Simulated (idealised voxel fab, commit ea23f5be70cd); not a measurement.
Title: Process Module voxel self aligned contacts
This is section cut - it's 240 nm across, gridded in 5 nm square cells.
Cross-section, as written here: a square-cell grid given band by band from the top down, where a band holds one or more rows of cells. Each band's line starts with the height of the band's top and of its bottom, in nm. Then come its materials from left to right, each with its width in nm. One material with "full width" fills the band from edge to edge. "air" is empty space. Height is counted from the level 0, under which the received wafer is composed throughout of one material. The lowest of the bands is not closed at the bottom but continues downward, in the notation "from 0 down". The expression "30..40" gives the width at the extremes of the band, the first number at its top row of cells and the second at its bottom row, with the width changing by equal amounts from each row to the next in between. "no modifications" after a step means that no cell of the cross-section changed. The label "Trapped cavities" introduces a list of the empty spaces, 8 cells or larger, that have no open way up to the top; each entry in it reads width x height at distance, where the distance is taken from the left edge and all three are stated in nm. Read whatever lies past the settings on a step's line as the simulator's own remark about the step. "overlay nm" denotes, for a step that has a mask, the displacement of the mask to the right of its planned place, with negative values corresponding to the left.
LIST OF PLANNED PROCESS STEPS
step 1: RECEIVE,material Si
step 2: CONFORMAL_DEP,material SiO2,thk nm 5
step 3: DIRECTIONAL_DEP,material polySi,thk nm 20
step 4: DIRECTIONAL_DEP,material SiN,thk nm 20
step 5: MASKED_ETCH,tone cover,mask id GATE,width nm 25,pitch nm 65,etch materials SiN,depth nm 20,overlay nm 0
step 6: MASKED_ETCH,tone cover,mask id GATE,width nm 25,pitch nm 65,etch materials polySi,depth nm 20,overlay nm 0
step 7: CONFORMAL_DEP,material SiN,thk nm 10
step 8: DIRECTIONAL_ETCH,etch materials SiN,depth nm 10
step 9: FILL_DEP,material SiO2,thk nm 10
step 10: CMP,height nm 50
step 11: DIRECTIONAL_DEP,material aC,thk nm 15
step 12: PATTERN,tone open,mask id CONTACT,material resist,width nm 50,pitch nm 65,thk nm 30,overlay nm 0
step 13: DIRECTIONAL_ETCH,etch materials aC,depth nm 15
step 14: STRIP,etch materials resist
step 15: DIRECTIONAL_ETCH,etch materials SiO2,depth nm 50
step 16: STRIP,etch materials aC
step 17: CONFORMAL_DEP,material TiN,thk nm 5
step 18: FILL_DEP,material Ru,thk nm 10
step 19: CMP,height nm 50
step 20: CONFORMAL_DEP,material SiN,thk nm 5
ON THE FIRST OF THE TWO WAFERS: RUN CONDUCTED ACCORDING TO PLAN
CROSS-SECTION, INCOMING MATERIAL, AFTER STEP 1
    from 0 down | Si full width
    Trapped cavities: none
STEP 2 DONE - WAFER CROSS-SECTION
    from 5 to 0 | SiO2 full width
    Below 0, the layers are the same as they were.
STEP 3 DONE - WAFER CROSS-SECTION
    from 25 to 5 | polySi full width
    Below 5, the layers are the same as they were.
STEP 4 DONE - WAFER CROSS-SECTION
    from 45 to 25 | SiN full width
    Below 25, the layers are the same as they were.
STEP 5 DONE - WAFER CROSS-SECTION
    from 45 to 25 | 40 nm air, then 25 nm SiN, then 40 nm air, then 25 nm SiN, then 40 nm air, then 25 nm SiN, then 45 nm air
    Below 25, the layers are the same as they were.
STEP 6 DONE - WAFER CROSS-SECTION
    from 45 to 25 | 40 nm air, then 25 nm SiN, then 40 nm air, then 25 nm SiN, then 40 nm air, then 25 nm SiN, then 45 nm air
    from 25 to 5 | 40 nm air, then 25 nm polySi, then 40 nm air, then 25 nm polySi, then 40 nm air, then 25 nm polySi, then 45 nm air
    Below 5, the layers are the same as they were.
STEP 7 DONE - WAFER CROSS-SECTION
    from 55 to 25 | 30 nm air, then 45 nm SiN, then 20 nm air, then 45 nm SiN, then 20 nm air, then 45 nm SiN, then 35 nm air
    from 25 to 15 | 30 nm air, then 10 nm SiN, then 25 nm polySi, then 10 nm SiN, then 20 nm air, then 10 nm SiN, then 25 nm polySi, then 10 nm SiN, then 20 nm air, then 10 nm SiN, then 25 nm polySi, then 10 nm SiN, then 35 nm air
    from 15 to 5 | 40 nm SiN, then 25 nm polySi, then 40 nm SiN, then 25 nm polySi, then 40 nm SiN, then 25 nm polySi, then 45 nm SiN
    Below 5, the layers are the same as they were.
STEP 8 DONE - WAFER CROSS-SECTION
    from 45 to 25 | 30 nm air, then 45 nm SiN, then 20 nm air, then 45 nm SiN, then 20 nm air, then 45 nm SiN, then 35 nm air
    from 25 to 5 | 30 nm air, then 10 nm SiN, then 25 nm polySi, then 10 nm SiN, then 20 nm air, then 10 nm SiN, then 25 nm polySi, then 10 nm SiN, then 20 nm air, then 10 nm SiN, then 25 nm polySi, then 10 nm SiN, then 35 nm air
    Below 5, the layers are the same as they were.
STEP 9 DONE - WAFER CROSS-SECTION
    from 55 to 45 | SiO2 full width
    from 45 to 25 | 30 nm SiO2, then 45 nm SiN, then 20 nm SiO2, then 45 nm SiN, then 20 nm SiO2, then 45 nm SiN, then 35 nm SiO2
    from 25 to 5 | 30 nm SiO2, then 10 nm SiN, then 25 nm polySi, then 10 nm SiN, then 20 nm SiO2, then 10 nm SiN, then 25 nm polySi, then 10 nm SiN, then 20 nm SiO2, then 10 nm SiN, then 25 nm polySi, then 10 nm SiN, then 35 nm SiO2
    Below 5, the layers are the same as they were.
STEP 10 DONE - WAFER CROSS-SECTION
    from 50 to 45 | SiO2 full width
    Below 45, the layers are the same as they were.
STEP 11 DONE - WAFER CROSS-SECTION
    from 65 to 50 | aC full width
    Below 50, the layers are the same as they were.
STEP 12 DONE - WAFER CROSS-SECTION
    from 95 to 65 | 60 nm resist, then 50 nm air, then 15 nm resist, then 50 nm air, then 65 nm resist
    Below 65, the layers are the same as they were.
STEP 13 DONE - WAFER CROSS-SECTION
    from 80 to 65 | 60 nm resist, then 50 nm air, then 15 nm resist, then 50 nm air, then 65 nm resist
    from 65 to 50 | 60 nm aC, then 50 nm air, then 15 nm aC, then 50 nm air, then 65 nm aC
    Below 50, the layers are the same as they were.
STEP 14 DONE - WAFER CROSS-SECTION
    from 65 to 50 | 60 nm aC, then 50 nm air, then 15 nm aC, then 50 nm air, then 65 nm aC
    Below 50, the layers are the same as they were.
STEP 15 DONE - WAFER CROSS-SECTION
    from 65 to 50 | 60 nm aC, then 50 nm air, then 15 nm aC, then 50 nm air, then 65 nm aC
    from 50 to 45 | 60 nm SiO2, then 50 nm air, then 15 nm SiO2, then 50 nm air, then 65 nm SiO2
    from 45 to 25 | 30 nm SiO2, then 45 nm SiN, then 20 nm air, then 45 nm SiN, then 20 nm air, then 45 nm SiN, then 35 nm SiO2
    from 25 to 5 | 30 nm SiO2, then 10 nm SiN, then 25 nm polySi, then 10 nm SiN, then 20 nm air, then 10 nm SiN, then 25 nm polySi, then 10 nm SiN, then 20 nm air, then 10 nm SiN, then 25 nm polySi, then 10 nm SiN, then 35 nm SiO2
    from 5 to 0 | 75 nm SiO2, then 20 nm air, then 45 nm SiO2, then 20 nm air, then 80 nm SiO2
    Below 0, the layers are the same as they were.
STEP 16 DONE - WAFER CROSS-SECTION
    from 50 to 45 | 60 nm SiO2, then 50 nm air, then 15 nm SiO2, then 50 nm air, then 65 nm SiO2
    Below 45, the layers are the same as they were.
STEP 17 DONE - WAFER CROSS-SECTION
    from 55 to 50 | 65 nm TiN, then 40 nm air, then 25 nm TiN, then 40 nm air, then 70 nm TiN
    from 50 to 45 | 60 nm SiO2, then 20 nm TiN, then 10 nm air, then 20 nm TiN, then 15 nm SiO2, then 20 nm TiN, then 10 nm air, then 20 nm TiN, then 65 nm SiO2
    from 45 to 25 | 30 nm SiO2, then 45 nm SiN, then 5 nm TiN, then 10 nm air, then 5 nm TiN, then 45 nm SiN, then 5 nm TiN, then 10 nm air, then 5 nm TiN, then 45 nm SiN, then 35 nm SiO2
    from 25 to 5 | 30 nm SiO2, then 10 nm SiN, then 25 nm polySi, then 10 nm SiN, then 5 nm TiN, then 10 nm air, then 5 nm TiN, then 10 nm SiN, then 25 nm polySi, then 10 nm SiN, then 5 nm TiN, then 10 nm air, then 5 nm TiN, then 10 nm SiN, then 25 nm polySi, then 10 nm SiN, then 35 nm SiO2
    from 5 to 0 | 75 nm SiO2, then 20 nm TiN, then 45 nm SiO2, then 20 nm TiN, then 80 nm SiO2
    Below 0, the layers are the same as they were.
STEP 18 DONE - WAFER CROSS-SECTION
    from 65 to 55 | Ru full width
    from 55 to 50 | 65 nm TiN, then 40 nm Ru, then 25 nm TiN, then 40 nm Ru, then 70 nm TiN
    from 50 to 45 | 60 nm SiO2, then 20 nm TiN, then 10 nm Ru, then 20 nm TiN, then 15 nm SiO2, then 20 nm TiN, then 10 nm Ru, then 20 nm TiN, then 65 nm SiO2
    from 45 to 25 | 30 nm SiO2, then 45 nm SiN, then 5 nm TiN, then 10 nm Ru, then 5 nm TiN, then 45 nm SiN, then 5 nm TiN, then 10 nm Ru, then 5 nm TiN, then 45 nm SiN, then 35 nm SiO2
    from 25 to 5 | 30 nm SiO2, then 10 nm SiN, then 25 nm polySi, then 10 nm SiN, then 5 nm TiN, then 10 nm Ru, then 5 nm TiN, then 10 nm SiN, then 25 nm polySi, then 10 nm SiN, then 5 nm TiN, then 10 nm Ru, then 5 nm TiN, then 10 nm SiN, then 25 nm polySi, then 10 nm SiN, then 35 nm SiO2
    Below 5, the layers are the same as they were.
STEP 19 DONE - WAFER CROSS-SECTION
    from 50 to 45 | 60 nm SiO2, then 20 nm TiN, then 10 nm Ru, then 20 nm TiN, then 15 nm SiO2, then 20 nm TiN, then 10 nm Ru, then 20 nm TiN, then 65 nm SiO2
    Below 45, the layers are the same as they were.
STEP 20 DONE - WAFER CROSS-SECTION
    from 55 to 50 | SiN full width
    Below 50, the layers are the same as they were.
WAFER TWO: LIKE WAFER ONE IN START AND PLAN, BUT WITH ONE MISTAKE IN EXECUTION; IDENTICAL UP TO AND INCLUDING STEP 11
WHEN STEP 12 SHOULD HAVE ENDED
    from 95 to 65 | 60 nm air, then 50 nm resist, then 15 nm air, then 50 nm resist, then 65 nm air
    Below 65, the layers are the same as they were.
WHEN STEP 13 SHOULD HAVE ENDED
    from 80 to 65 | 60 nm air, then 50 nm resist, then 15 nm air, then 50 nm resist, then 65 nm air
    from 65 to 50 | 60 nm air, then 50 nm aC, then 15 nm air, then 50 nm aC, then 65 nm air
    Below 50, the layers are the same as they were.
WHEN STEP 14 SHOULD HAVE ENDED
    from 65 to 50 | 60 nm air, then 50 nm aC, then 15 nm air, then 50 nm aC, then 65 nm air
    Below 50, the layers are the same as they were.
WHEN STEP 15 SHOULD HAVE ENDED
    from 65 to 50 | 60 nm air, then 50 nm aC, then 15 nm air, then 50 nm aC, then 65 nm air
    from 50 to 45 | 60 nm air, then 50 nm SiO2, then 15 nm air, then 50 nm SiO2, then 65 nm air
    from 45 to 25 | 30 nm air, then 45 nm SiN, then 20 nm SiO2, then 45 nm SiN, then 20 nm SiO2, then 45 nm SiN, then 35 nm air
    from 25 to 5 | 30 nm air, then 10 nm SiN, then 25 nm polySi, then 10 nm SiN, then 20 nm SiO2, then 10 nm SiN, then 25 nm polySi, then 10 nm SiN, then 20 nm SiO2, then 10 nm SiN, then 25 nm polySi, then 10 nm SiN, then 35 nm air
    from 5 to 0 | 30 nm air, then 175 nm SiO2, then 35 nm air
    Below 0, the layers are the same as they were.
WHEN STEP 16 SHOULD HAVE ENDED
    from 50 to 45 | 60 nm air, then 50 nm SiO2, then 15 nm air, then 50 nm SiO2, then 65 nm air
    Below 45, the layers are the same as they were.
WHEN STEP 17 SHOULD HAVE ENDED
    from 55 to 50 | 55 nm air, then 60 nm TiN, then 5 nm air, then 60 nm TiN, then 60 nm air
    from 50 to 45 | 25 nm air, then 35 nm TiN, then 50 nm SiO2, then 15 nm TiN, then 50 nm SiO2, then 35 nm TiN, then 30 nm air
    from 45 to 25 | 25 nm air, then 5 nm TiN, then 45 nm SiN, then 20 nm SiO2, then 45 nm SiN, then 20 nm SiO2, then 45 nm SiN, then 5 nm TiN, then 30 nm air
    from 25 to 5 | 25 nm air, then 5 nm TiN, then 10 nm SiN, then 25 nm polySi, then 10 nm SiN, then 20 nm SiO2, then 10 nm SiN, then 25 nm polySi, then 10 nm SiN, then 20 nm SiO2, then 10 nm SiN, then 25 nm polySi, then 10 nm SiN, then 5 nm TiN, then 30 nm air
    from 5 to 0 | 30 nm TiN, then 175 nm SiO2, then 35 nm TiN
    Below 0, the layers are the same as they were.
WHEN STEP 18 SHOULD HAVE ENDED
    from 65 to 55 | Ru full width
    from 55 to 50 | 55 nm Ru, then 60 nm TiN, then 5 nm Ru, then 60 nm TiN, then 60 nm Ru
    from 50 to 45 | 25 nm Ru, then 35 nm TiN, then 50 nm SiO2, then 15 nm TiN, then 50 nm SiO2, then 35 nm TiN, then 30 nm Ru
    from 45 to 25 | 25 nm Ru, then 5 nm TiN, then 45 nm SiN, then 20 nm SiO2, then 45 nm SiN, then 20 nm SiO2, then 45 nm SiN, then 5 nm TiN, then 30 nm Ru
    from 25 to 5 | 25 nm Ru, then 5 nm TiN, then 10 nm SiN, then 25 nm polySi, then 10 nm SiN, then 20 nm SiO2, then 10 nm SiN, then 25 nm polySi, then 10 nm SiN, then 20 nm SiO2, then 10 nm SiN, then 25 nm polySi, then 10 nm SiN, then 5 nm TiN, then 30 nm Ru
    Below 5, the layers are the same as they were.
WHEN STEP 19 SHOULD HAVE ENDED
    from 50 to 45 | 25 nm Ru, then 35 nm TiN, then 50 nm SiO2, then 15 nm TiN, then 50 nm SiO2, then 35 nm TiN, then 30 nm Ru
    Below 45, the layers are the same as they were.
WHEN STEP 20 SHOULD HAVE ENDED
    from 55 to 50 | SiN full width
    Below 50, the layers are the same as they were.
Against the plan, the run slipped here: step 12 off recipe, ran as PATTERN,tone cover,mask id CONTACT,material resist,width nm 50,pitch nm 65,thk nm 30,overlay nm 0
Final difference in cells, second wafer against first, listed per material as more or fewer: Ru +63 | SiO2 -53 | TiN -10
